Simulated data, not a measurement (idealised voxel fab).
voxel released beams: a process module
250 nm wide, 5 nm square cells: that's cross-section cut.
When this document writes out a cross-section, it uses a grid of square cells and lists it as bands, beginning at the top and moving down, with a band standing for one or more rows of cells. The band entry comprises the height of the band's top followed by the height of its bottom, expressed in nm, and subsequently the band's materials from left to right, each stated together with its width in nm. Where a single material is marked with the word "all across", that material fills the band from edge to edge. The word "blank" represents empty space. It should be noted that heights are counted from 0, beneath which the wafer as supplied is of one material throughout, and that the lowest band possesses no lower boundary but continues downward, as written in "0 and below". Width "30..40": first value at the band's top row of cells, second value at its bottom row, equal change from row to row. You'll sometimes find "nothing got changed" written for a step, and that's the way of saying that nowhere in the cross-section did a cell change during that step. "Enclosed void listing" enumerates empty spaces isolated from the top, with no open way to it, that contain at least 8 cells, giving each as width x height at distance from the left edge, all three in nm. The remark found on a step's line after its settings is issued by the simulator itself and pertains to that step. A step line may carry the setting "overlay nm", which, for steps involving a mask, states the distance by which the mask lay to the right of its intended position; negative values denote displacement to the left.

# The process steps that were planned are listed below
1: RECEIVE: material Si
2: CONFORMAL_DEP: material Al2O3, thk nm 5
3: DIRECTIONAL_DEP: material SiO2, thk nm 20
4: PATTERN: tone open, mask id ANCHOR, material resist, width nm 45, thk nm 15, overlay nm 0
5: DIRECTIONAL_ETCH: etch materials SiO2, depth nm 20
6: STRIP: etch materials resist
7: CONFORMAL_DEP: material SiN, thk nm 15
8: DIRECTIONAL_DEP: material aC, thk nm 10
9: PATTERN: tone cover, mask id BEAM, material resist, width nm 105, thk nm 30, overlay nm 0
10: DIRECTIONAL_ETCH: etch materials aC, depth nm 10
11: STRIP: etch materials resist
12: DIRECTIONAL_ETCH: etch materials SiN, depth nm 15
13: STRIP: etch materials aC
14: STRIP: etch materials SiO2

# The following pertains to the first of two wafers, which was processed as planned

# As-received state of the wafer in cross-section, equivalent to post-step 1
* 0 and below: Si all across
* Enclosed void listing: none

# The wafer, seen in cross-section, after step 2
* 5 down to 0: Al2O3 all across
* Note: structure below 0 unchanged.

# The wafer, seen in cross-section, after step 3
* 25 down to 5: SiO2 all across
* Note: structure below 5 unchanged.

# The wafer, seen in cross-section, after step 4
* 40 down to 25: resist: 75; blank: 45; resist: 130
* Note: structure below 25 unchanged.

# The wafer, seen in cross-section, after step 5
* 40 down to 25: resist: 75; blank: 45; resist: 130
* 25 down to 5: SiO2: 75; blank: 45; SiO2: 130
* Note: structure below 5 unchanged.

# The wafer, seen in cross-section, after step 6
* 25 down to 5: SiO2: 75; blank: 45; SiO2: 130
* Note: structure below 5 unchanged.

# The wafer, seen in cross-section, after step 7
* 40 down to 25: SiN: 90; blank: 15; SiN: 145
* 25 down to 20: SiO2: 75; SiN: 15; blank: 15; SiN: 15; SiO2: 130
* 20 down to 5: SiO2: 75; SiN: 45; SiO2: 130
* Note: structure below 5 unchanged.

# The wafer, seen in cross-section, after step 8
* 50 down to 40: aC: 90; blank: 15; aC: 145
* 40 down to 30: SiN: 90; blank: 15; SiN: 145
* 30 down to 25: SiN: 90; aC: 15; SiN: 145
* 25 down to 20: SiO2: 75; SiN: 15; aC: 15; SiN: 15; SiO2: 130
* Note: structure below 20 unchanged.

# The wafer, seen in cross-section, after step 9
* 80 down to 50: blank: 70; resist: 105; blank: 75
* 50 down to 40: aC: 90; resist: 15; aC: 145
* 40 down to 30: SiN: 90; resist: 15; SiN: 145
* Note: structure below 30 unchanged.

# The wafer, seen in cross-section, after step 10
* 70 down to 50: blank: 70; resist: 105; blank: 75
* 50 down to 40: blank: 70; aC: 20; resist: 15; aC: 70; blank: 75
* Note: structure below 40 unchanged.

# The wafer, seen in cross-section, after step 11
* 50 down to 40: blank: 70; aC: 20; blank: 15; aC: 70; blank: 75
* 40 down to 30: SiN: 90; blank: 15; SiN: 145
* Note: structure below 30 unchanged.

# The wafer, seen in cross-section, after step 12
* 50 down to 40: blank: 70; aC: 20; blank: 15; aC: 70; blank: 75
* 40 down to 30: blank: 70; SiN: 20; blank: 15; SiN: 70; blank: 75
* 30 down to 25: blank: 70; SiN: 20; aC: 15; SiN: 70; blank: 75
* Note: structure below 25 unchanged.

# The wafer, seen in cross-section, after step 13
* 40 down to 25: blank: 70; SiN: 20; blank: 15; SiN: 70; blank: 75
* 25 down to 20: SiO2: 75; SiN: 15; blank: 15; SiN: 15; SiO2: 130
* Note: structure below 20 unchanged.

# The wafer, seen in cross-section, after step 14
* 40 down to 25: blank: 70; SiN: 20; blank: 15; SiN: 70; blank: 75
* 25 down to 20: blank: 75; SiN: 15; blank: 15; SiN: 15; blank: 130
* 20 down to 5: blank: 75; SiN: 45; blank: 130
* Note: structure below 5 unchanged.

# second wafer: like start, like plan, one mistake. Through step 1 it matches the first wafer

# Cross-section of the second wafer at the time by which step 2 should have been completed according to the plan
* 5 down to 0: SiO2 all across
* Note: structure below 0 unchanged.

# Cross-section of the second wafer at the time by which step 3 should have been completed according to the plan
* 25 down to 0: SiO2 all across
* Note: structure below 0 unchanged.

# Cross-section of the second wafer at the time by which step 4 should have been completed according to the plan
* 40 down to 25: resist: 75; blank: 45; resist: 130
* Note: structure below 25 unchanged.

# Cross-section of the second wafer at the time by which step 5 should have been completed according to the plan
* 40 down to 25: resist: 75; blank: 45; resist: 130
* 25 down to 5: SiO2: 75; blank: 45; SiO2: 130
* Note: structure below 5 unchanged.

# Cross-section of the second wafer at the time by which step 6 should have been completed according to the plan
* 25 down to 5: SiO2: 75; blank: 45; SiO2: 130
* Note: structure below 5 unchanged.

# Cross-section of the second wafer at the time by which step 7 should have been completed according to the plan
* 40 down to 25: SiN: 90; blank: 15; SiN: 145
* 25 down to 20: SiO2: 75; SiN: 15; blank: 15; SiN: 15; SiO2: 130
* 20 down to 5: SiO2: 75; SiN: 45; SiO2: 130
* Note: structure below 5 unchanged.

# Cross-section of the second wafer at the time by which step 8 should have been completed according to the plan
* 50 down to 40: aC: 90; blank: 15; aC: 145
* 40 down to 30: SiN: 90; blank: 15; SiN: 145
* 30 down to 25: SiN: 90; aC: 15; SiN: 145
* 25 down to 20: SiO2: 75; SiN: 15; aC: 15; SiN: 15; SiO2: 130
* Note: structure below 20 unchanged.

# Cross-section of the second wafer at the time by which step 9 should have been completed according to the plan
* 80 down to 50: blank: 70; resist: 105; blank: 75
* 50 down to 40: aC: 90; resist: 15; aC: 145
* 40 down to 30: SiN: 90; resist: 15; SiN: 145
* Note: structure below 30 unchanged.

# Cross-section of the second wafer at the time by which step 10 should have been completed according to the plan
* 70 down to 50: blank: 70; resist: 105; blank: 75
* 50 down to 40: blank: 70; aC: 20; resist: 15; aC: 70; blank: 75
* Note: structure below 40 unchanged.

# Cross-section of the second wafer at the time by which step 11 should have been completed according to the plan
* 50 down to 40: blank: 70; aC: 20; blank: 15; aC: 70; blank: 75
* 40 down to 30: SiN: 90; blank: 15; SiN: 145
* Note: structure below 30 unchanged.

# Cross-section of the second wafer at the time by which step 12 should have been completed according to the plan
* 50 down to 40: blank: 70; aC: 20; blank: 15; aC: 70; blank: 75
* 40 down to 30: blank: 70; SiN: 20; blank: 15; SiN: 70; blank: 75
* 30 down to 25: blank: 70; SiN: 20; aC: 15; SiN: 70; blank: 75
* Note: structure below 25 unchanged.

# Cross-section of the second wafer at the time by which step 13 should have been completed according to the plan
* 40 down to 25: blank: 70; SiN: 20; blank: 15; SiN: 70; blank: 75
* 25 down to 20: SiO2: 75; SiN: 15; blank: 15; SiN: 15; SiO2: 130
* Note: structure below 20 unchanged.

# Cross-section of the second wafer at the time by which step 14 should have been completed according to the plan
* 0 and below: Si all across
Want to know what went wrong? contrary to plan, step 2 was performed as CONFORMAL_DEP: material SiO2, thk nm 5
End check, counted in cells, second wafer has more or fewer of these materials than the first: Al2O3 -50, SiN -87
